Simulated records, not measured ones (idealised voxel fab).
The process module presented herein is designated voxel released beams.
Each square cell in cross-section cut measures 5 nm, and the section as a whole is 210 nm wide.
A cross-section in this document is a grid of square cells, and it is written down as bands, the top band listed before the ones below it; a band is made up of one or more rows of cells. Each band's line starts with the height of the band's top and of its bottom, in nm. Then come its materials from left to right, each with its width in nm. One material with "throughout" fills the band from edge to edge. "air" is empty space. Ref level 0: as-received wafer is one material below here. Bottom band extends down with no lower bound ("top 0, no bottom"). Width: "30..40" (first number = top row, second number = bottom row, same change from row to row of cells). "nothing changed" means the step left every cell of the cross-section as it was. The list in "Closed void inventory" covers empty spaces of 8 cells or more that cannot reach the top through any open way, and it gives each as width x height at distance; the distance is from the left edge, and width, height and distance are in nm. It should be noted that, on the line of a given step, the content following the step's settings is a remark produced by the simulator itself with respect to that step. "overlay nm" on a masked step: distance the mask lay right of its planned place, negative for left.

## Planned step list for the process
step 1: RECEIVE with material Si
step 2: CONFORMAL_DEP with material Al2O3, thk nm 10
step 3: DIRECTIONAL_DEP with material SiO2, thk nm 20
step 4: PATTERN with tone open, mask id ANCHOR, material resist, width nm 35, thk nm 20, overlay nm 0
step 5: DIRECTIONAL_ETCH with etch materials SiO2, depth nm 20
step 6: STRIP with etch materials resist
step 7: CONFORMAL_DEP with material polySi, thk nm 15
step 8: MASKED_ETCH with tone cover, mask id BEAM, width nm 115, etch materials polySi, depth nm 15, overlay nm 0
step 9: STRIP with etch materials SiO2

## Cross-section of the incoming wafer, state after step 1
	top 0, no bottom = Si throughout
	Closed void inventory: none

## This is how the wafer looks in cross-section once the module is done, given the starting state and plan above and one mistake in carrying the plan out
	top 45, bottom 30 = 45 nm air; 115 nm polySi; 50 nm air
	top 30, bottom 20 = Al2O3 throughout
	top 20, bottom 0 = SiO2 throughout
	top 0, no bottom = Si throughout
	Closed void inventory: none
what went wrong: steps 2 and 3 traded places in the executed sequence
